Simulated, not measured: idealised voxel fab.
process module | voxel lift off
cross-section cut | 280 nm wide | cells 5 nm
A cross-section is a grid of square cells, given in bands from the top down. A band is one or more rows of cells.
Each band's line starts with the height of the band's top and of its bottom, in nm. Then come its materials from left to right, each with its width in nm. One material with "throughout" fills the band from edge to edge. "air" is empty space.
Height 0 is the level under which the wafer as received is all one material. The lowest band goes on downwards, as in "0 down".
A width such as "30 to 40" changes by the same amount from each row of cells to the next, from the band's top row to its bottom row.
"no change" after a step means that no cell of the cross-section changed.
closed voids: empty space of 8 cells or more with no open way to the top, each as width x height at its distance from the left edge, in nm
after a step's settings: what the simulator itself notes on the step
overlay nm, on a step with a mask: how far to the right of its planned place the mask lay; to the left if negative
plan
1 op RECEIVE | material Si
2 op CONFORMAL_DEP | material SiN | thk nm 10
3 op PATTERN | tone open | mask id LINES | material resist | width nm 15 | pitch nm 35 | thk nm 25 | overlay nm 0
4 op DIRECTIONAL_DEP | material Ru | thk nm 10
5 op STRIP | etch materials resist
6 op CONFORMAL_DEP | material SiO2 | thk nm 5
as received, after step 1
  0 down: Si throughout
  closed voids: none
first wafer at the end, as planned
  25 to 20: air 75 | SiO2 25 | air 10 | SiO2 25 | air 10 | SiO2 25 | air 10 | SiO2 25 | air 75
  20 to 15: air 75 | SiO2 5 | Ru 15 | SiO2 5 | air 10 | SiO2 5 | Ru 15 | SiO2 5 | air 10 | SiO2 5 | Ru 15 | SiO2 5 | air 10 | SiO2 5 | Ru 15 | SiO2 5 | air 75
  15 to 10: SiO2 80 | Ru 15 | SiO2 20 | Ru 15 | SiO2 20 | Ru 15 | SiO2 20 | Ru 15 | SiO2 80
  10 to 0: SiN throughout
  0 down: Si throughout
  closed voids: none
second wafer at the end: like start, like plan, one mistake
  25 to 20: air 75 | SiO2 25 | air 10 | SiO2 25 | air 10 | SiO2 25 | air 10 | SiO2 25 | air 75
  20 to 15: air 75 | SiO2 5 | Ru 15 | SiO2 5 | air 10 | SiO2 5 | Ru 15 | SiO2 5 | air 10 | SiO2 5 | Ru 15 | SiO2 5 | air 10 | SiO2 5 | Ru 15 | SiO2 5 | air 75
  15 to 10: SiO2 80 | Ru 15 | SiO2 20 | Ru 15 | SiO2 20 | Ru 15 | SiO2 20 | Ru 15 | SiO2 80
  10 to 0: Ru throughout
  0 down: Si throughout
  closed voids: none
what went wrong: step 2 ran as: op CONFORMAL_DEP | material Ru | thk nm 10
at the end the second wafer has, in cells: 112 more of Ru | 112 fewer of SiN
